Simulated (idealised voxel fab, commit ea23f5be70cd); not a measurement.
Process module heading - voxel capacitor over wiring
The figure presents cross-section cut, which has a width of 275 nm and is divided into square cells with an edge length of 5 nm.
If you're reading a cross-section in this doc, picture square cells in a grid; it comes to you as bands, top ones listed first down to the bottom, and a band can be one or more rows of cells. What a band's entry tells you: where the top is and where the bottom is, as heights in nm, and after that what lies inside, material by material from left to right, each with its width in nm. Empty space is written as the word "empty", and a single material marked with the word "all across" occupies the band from edge to edge. Heads up on the height convention: 0 is the point under which the incoming wafer is all one material, and the lowest band has no bottom, it just keeps going down, like "0..down". It should be noted that a width expressed as "30..40" varies in equal increments from row to row of cells within the band, taking the value of the first number at the top row and that of the second number at the bottom row. Basically "no change occurred" means that step didn't change any cell in the cross-section. Closed-off voids of 8+ cells (no open route to the top) go in "Voids, sealed", written width x height at distance from the left edge, in nm. Text after the settings on a step's line: the simulator's own remark on that step. Each step line may optionally specify "overlay nm", which for a step with a mask gives the rightward distance between the mask's planned place and where it lay, a negative value indicating the leftward direction.
[Planned step list for the process]
1,op RECEIVE | material Si
2,op CONFORMAL_DEP | material SiO2 | thk nm 15
3,op CONFORMAL_DEP | material SiN | thk nm 5
4,op DIRECTIONAL_DEP | material SiO2 | thk nm 20
5,op MASKED_ETCH | tone open | mask id METAL_1 | width nm 20 | pitch nm 70 | etch materials SiO2 | depth nm 20 | overlay nm 0
6,op MASKED_ETCH | tone open | mask id METAL_1 | width nm 20 | pitch nm 70 | etch materials SiN | depth nm 5 | overlay nm 0
7,op CONFORMAL_DEP | material TiN | thk nm 5
8,op FILL_DEP | material W | thk nm 5
9,op CMP | height nm 40
10,op CONFORMAL_DEP | material SiCN | thk nm 5
11,op DIRECTIONAL_DEP | material lowk | thk nm 10
12,op PATTERN | tone open | mask id PLUG_1 | material resist | width nm 15 | thk nm 15 | overlay nm 0
13,op DIRECTIONAL_ETCH | etch materials lowk | depth nm 10
14,op DIRECTIONAL_ETCH | etch materials SiCN | depth nm 5
15,op STRIP | etch materials resist
16,op CONFORMAL_DEP | material TiN | thk nm 5
17,op FILL_DEP | material Cu | thk nm 10
18,op CMP | height nm 55
19,op DIRECTIONAL_DEP | material TiN | thk nm 10
20,op DIRECTIONAL_DEP | material SiN | thk nm 5
21,op DIRECTIONAL_DEP | material TiN | thk nm 10
22,op MASKED_ETCH | tone cover | mask id UPPER_PLATE | width nm 55 | etch materials TiN | depth nm 10 | overlay nm 0
23,op MASKED_ETCH | tone cover | mask id UPPER_PLATE | width nm 55 | etch materials SiN | depth nm 5 | overlay nm 0
24,op MASKED_ETCH | tone cover | mask id LOWER_PLATE | width nm 65 | etch materials TiN | depth nm 10 | overlay nm 0
25,op FILL_DEP | material SiO2 | thk nm 15
26,op CMP | height nm 90
27,op MASKED_ETCH | tone open | mask id PLUG_2 | width nm 15 | etch materials SiO2 | depth nm 10 | overlay nm 0
28,op CONFORMAL_DEP | material TiN | thk nm 5
29,op FILL_DEP | material W | thk nm 10
30,op CMP | height nm 90
31,op CONFORMAL_DEP | material SiN | thk nm 5
[First of two wafers, processed according to plan]
[This is the cross-section of the wafer as we received it, i.e. after step 1]
0..down | Si all across
Voids, sealed: none
[Cross-section of the wafer after step 2]
15..0 | SiO2 all across
Under the height 0 nothing was changed.
[Cross-section of the wafer after step 3]
20..15 | SiN all across
Under the height 15 nothing was changed.
[Cross-section of the wafer after step 4]
40..20 | SiO2 all across
Under the height 20 nothing was changed.
[Cross-section of the wafer after step 5]
40..20 | 90 SiO2; 20 empty; 50 SiO2; 20 empty; 95 SiO2
Under the height 20 nothing was changed.
[Cross-section of the wafer after step 6]
40..20 | 90 SiO2; 20 empty; 50 SiO2; 20 empty; 95 SiO2
20..15 | 90 SiN; 20 empty; 50 SiN; 20 empty; 95 SiN
Under the height 15 nothing was changed.
[Cross-section of the wafer after step 7]
45..40 | 95 TiN; 10 empty; 60 TiN; 10 empty; 100 TiN
40..20 | 90 SiO2; 5 TiN; 10 empty; 5 TiN; 50 SiO2; 5 TiN; 10 empty; 5 TiN; 95 SiO2
20..15 | 90 SiN; 20 TiN; 50 SiN; 20 TiN; 95 SiN
Under the height 15 nothing was changed.
[Cross-section of the wafer after step 8]
50..45 | W all across
45..40 | 95 TiN; 10 W; 60 TiN; 10 W; 100 TiN
40..20 | 90 SiO2; 5 TiN; 10 W; 5 TiN; 50 SiO2; 5 TiN; 10 W; 5 TiN; 95 SiO2
Under the height 20 nothing was changed.
[Cross-section of the wafer after step 9]
40..20 | 90 SiO2; 5 TiN; 10 W; 5 TiN; 50 SiO2; 5 TiN; 10 W; 5 TiN; 95 SiO2
Under the height 20 nothing was changed.
[Cross-section of the wafer after step 10]
45..40 | SiCN all across
Under the height 40 nothing was changed.
[Cross-section of the wafer after step 11]
55..45 | lowk all across
Under the height 45 nothing was changed.
[Cross-section of the wafer after step 12]
70..55 | 95 resist; 15 empty; 165 resist
Under the height 55 nothing was changed.
[Cross-section of the wafer after step 13]
70..55 | 95 resist; 15 empty; 165 resist
55..45 | 95 lowk; 15 empty; 165 lowk
Under the height 45 nothing was changed.
[Cross-section of the wafer after step 14]
70..55 | 95 resist; 15 empty; 165 resist
55..45 | 95 lowk; 15 empty; 165 lowk
45..40 | 95 SiCN; 15 empty; 165 SiCN
Under the height 40 nothing was changed.
[Cross-section of the wafer after step 15]
55..45 | 95 lowk; 15 empty; 165 lowk
Under the height 45 nothing was changed.
[Cross-section of the wafer after step 16]
60..55 | 100 TiN; 5 empty; 170 TiN
55..45 | 95 lowk; 5 TiN; 5 empty; 5 TiN; 165 lowk
45..40 | 95 SiCN; 15 TiN; 165 SiCN
Under the height 40 nothing was changed.
[Cross-section of the wafer after step 17]
70..60 | Cu all across
60..55 | 100 TiN; 5 Cu; 170 TiN
55..45 | 95 lowk; 5 TiN; 5 Cu; 5 TiN; 165 lowk
Under the height 45 nothing was changed.
[Cross-section of the wafer after step 18]
55..45 | 95 lowk; 5 TiN; 5 Cu; 5 TiN; 165 lowk
Under the height 45 nothing was changed.
[Cross-section of the wafer after step 19]
65..55 | TiN all across
Under the height 55 nothing was changed.
[Cross-section of the wafer after step 20]
70..65 | SiN all across
Under the height 65 nothing was changed.
[Cross-section of the wafer after step 21]
80..70 | TiN all across
Under the height 70 nothing was changed.
[Cross-section of the wafer after step 22]
80..70 | 95 empty; 55 TiN; 125 empty
Under the height 70 nothing was changed.
[Cross-section of the wafer after step 23]
80..70 | 95 empty; 55 TiN; 125 empty
70..65 | 95 empty; 55 SiN; 125 empty
Under the height 65 nothing was changed.
[Cross-section of the wafer after step 24]
80..70 | 95 empty; 55 TiN; 125 empty
70..65 | 95 empty; 55 SiN; 125 empty
65..55 | 90 empty; 65 TiN; 120 empty
Under the height 55 nothing was changed.
[Cross-section of the wafer after step 25]
95..80 | SiO2 all across
80..70 | 95 SiO2; 55 TiN; 125 SiO2
70..65 | 95 SiO2; 55 SiN; 125 SiO2
65..55 | 90 SiO2; 65 TiN; 120 SiO2
Under the height 55 nothing was changed.
[Cross-section of the wafer after step 26]
90..80 | SiO2 all across
Under the height 80 nothing was changed.
[Cross-section of the wafer after step 27]
90..80 | 105 SiO2; 15 empty; 155 SiO2
Under the height 80 nothing was changed.
[Cross-section of the wafer after step 28]
95..90 | 110 TiN; 5 empty; 160 TiN
90..85 | 105 SiO2; 5 TiN; 5 empty; 5 TiN; 155 SiO2
85..80 | 105 SiO2; 15 TiN; 155 SiO2
Under the height 80 nothing was changed.
[Cross-section of the wafer after step 29]
105..95 | W all across
95..90 | 110 TiN; 5 W; 160 TiN
90..85 | 105 SiO2; 5 TiN; 5 W; 5 TiN; 155 SiO2
Under the height 85 nothing was changed.
[Cross-section of the wafer after step 30]
90..85 | 105 SiO2; 5 TiN; 5 W; 5 TiN; 155 SiO2
Under the height 85 nothing was changed.
[Cross-section of the wafer after step 31]
95..90 | SiN all across
Under the height 90 nothing was changed.
[Regarding the second of the two wafers: it shared the first wafer's starting condition and process plan, yet one error occurred during its execution. Its history coincides with that of the first wafer up to and including step 1]
[Cross-section of the second wafer at the time step 2 of the plan should have ended]
30..0 | SiO2 all across
Under the height 0 nothing was changed.
[Cross-section of the second wafer at the time step 3 of the plan should have ended]
35..30 | SiN all across
Under the height 30 nothing was changed.
[Cross-section of the second wafer at the time step 4 of the plan should have ended]
55..35 | SiO2 all across
Under the height 35 nothing was changed.
[Cross-section of the second wafer at the time step 5 of the plan should have ended]
55..35 | 90 SiO2; 20 empty; 50 SiO2; 20 empty; 95 SiO2
Under the height 35 nothing was changed.
[Cross-section of the second wafer at the time step 6 of the plan should have ended]
55..35 | 90 SiO2; 20 empty; 50 SiO2; 20 empty; 95 SiO2
35..30 | 90 SiN; 20 empty; 50 SiN; 20 empty; 95 SiN
Under the height 30 nothing was changed.
[Cross-section of the second wafer at the time step 7 of the plan should have ended]
60..55 | 95 TiN; 10 empty; 60 TiN; 10 empty; 100 TiN
55..35 | 90 SiO2; 5 TiN; 10 empty; 5 TiN; 50 SiO2; 5 TiN; 10 empty; 5 TiN; 95 SiO2
35..30 | 90 SiN; 20 TiN; 50 SiN; 20 TiN; 95 SiN
Under the height 30 nothing was changed.
[Cross-section of the second wafer at the time step 8 of the plan should have ended]
65..60 | W all across
60..55 | 95 TiN; 10 W; 60 TiN; 10 W; 100 TiN
55..35 | 90 SiO2; 5 TiN; 10 W; 5 TiN; 50 SiO2; 5 TiN; 10 W; 5 TiN; 95 SiO2
Under the height 35 nothing was changed.
[Cross-section of the second wafer at the time step 9 of the plan should have ended]
40..35 | 90 SiO2; 5 TiN; 10 W; 5 TiN; 50 SiO2; 5 TiN; 10 W; 5 TiN; 95 SiO2
Under the height 35 nothing was changed.
[Cross-section of the second wafer at the time step 10 of the plan should have ended]
45..40 | SiCN all across
Under the height 40 nothing was changed.
[Cross-section of the second wafer at the time step 11 of the plan should have ended]
55..45 | lowk all across
Under the height 45 nothing was changed.
[Cross-section of the second wafer at the time step 12 of the plan should have ended]
70..55 | 95 resist; 15 empty; 165 resist
Under the height 55 nothing was changed.
[Cross-section of the second wafer at the time step 13 of the plan should have ended]
70..55 | 95 resist; 15 empty; 165 resist
55..45 | 95 lowk; 15 empty; 165 lowk
Under the height 45 nothing was changed.
[Cross-section of the second wafer at the time step 14 of the plan should have ended]
70..55 | 95 resist; 15 empty; 165 resist
55..45 | 95 lowk; 15 empty; 165 lowk
45..40 | 95 SiCN; 15 empty; 165 SiCN
Under the height 40 nothing was changed.
[Cross-section of the second wafer at the time step 15 of the plan should have ended]
55..45 | 95 lowk; 15 empty; 165 lowk
Under the height 45 nothing was changed.
[Cross-section of the second wafer at the time step 16 of the plan should have ended]
60..55 | 100 TiN; 5 empty; 170 TiN
55..45 | 95 lowk; 5 TiN; 5 empty; 5 TiN; 165 lowk
45..40 | 95 SiCN; 15 TiN; 165 SiCN
Under the height 40 nothing was changed.
[Cross-section of the second wafer at the time step 17 of the plan should have ended]
70..60 | Cu all across
60..55 | 100 TiN; 5 Cu; 170 TiN
55..45 | 95 lowk; 5 TiN; 5 Cu; 5 TiN; 165 lowk
Under the height 45 nothing was changed.
[Cross-section of the second wafer at the time step 18 of the plan should have ended]
55..45 | 95 lowk; 5 TiN; 5 Cu; 5 TiN; 165 lowk
Under the height 45 nothing was changed.
[Cross-section of the second wafer at the time step 19 of the plan should have ended]
65..55 | TiN all across
Under the height 55 nothing was changed.
[Cross-section of the second wafer at the time step 20 of the plan should have ended]
70..65 | SiN all across
Under the height 65 nothing was changed.
[Cross-section of the second wafer at the time step 21 of the plan should have ended]
80..70 | TiN all across
Under the height 70 nothing was changed.
[Cross-section of the second wafer at the time step 22 of the plan should have ended]
80..70 | 95 empty; 55 TiN; 125 empty
Under the height 70 nothing was changed.
[Cross-section of the second wafer at the time step 23 of the plan should have ended]
80..70 | 95 empty; 55 TiN; 125 empty
70..65 | 95 empty; 55 SiN; 125 empty
Under the height 65 nothing was changed.
[Cross-section of the second wafer at the time step 24 of the plan should have ended]
80..70 | 95 empty; 55 TiN; 125 empty
70..65 | 95 empty; 55 SiN; 125 empty
65..55 | 90 empty; 65 TiN; 120 empty
Under the height 55 nothing was changed.
[Cross-section of the second wafer at the time step 25 of the plan should have ended]
95..80 | SiO2 all across
80..70 | 95 SiO2; 55 TiN; 125 SiO2
70..65 | 95 SiO2; 55 SiN; 125 SiO2
65..55 | 90 SiO2; 65 TiN; 120 SiO2
Under the height 55 nothing was changed.
[Cross-section of the second wafer at the time step 26 of the plan should have ended]
90..80 | SiO2 all across
Under the height 80 nothing was changed.
[Cross-section of the second wafer at the time step 27 of the plan should have ended]
90..80 | 105 SiO2; 15 empty; 155 SiO2
Under the height 80 nothing was changed.
[Cross-section of the second wafer at the time step 28 of the plan should have ended]
95..90 | 110 TiN; 5 empty; 160 TiN
90..85 | 105 SiO2; 5 TiN; 5 empty; 5 TiN; 155 SiO2
85..80 | 105 SiO2; 15 TiN; 155 SiO2
Under the height 80 nothing was changed.
[Cross-section of the second wafer at the time step 29 of the plan should have ended]
105..95 | W all across
95..90 | 110 TiN; 5 W; 160 TiN
90..85 | 105 SiO2; 5 TiN; 5 W; 5 TiN; 155 SiO2
Under the height 85 nothing was changed.
[Cross-section of the second wafer at the time step 30 of the plan should have ended]
90..85 | 105 SiO2; 5 TiN; 5 W; 5 TiN; 155 SiO2
Under the height 85 nothing was changed.
[Cross-section of the second wafer at the time step 31 of the plan should have ended]
95..90 | SiN all across
Under the height 90 nothing was changed.
Heads up, the wafer didn't run the way we planned it: step 2 from the plan got run twice
The second wafer ends with more or fewer cells of some materials than the first, per final count: SiO2: 24 more | TiN: 12 fewer | W: 12 fewer
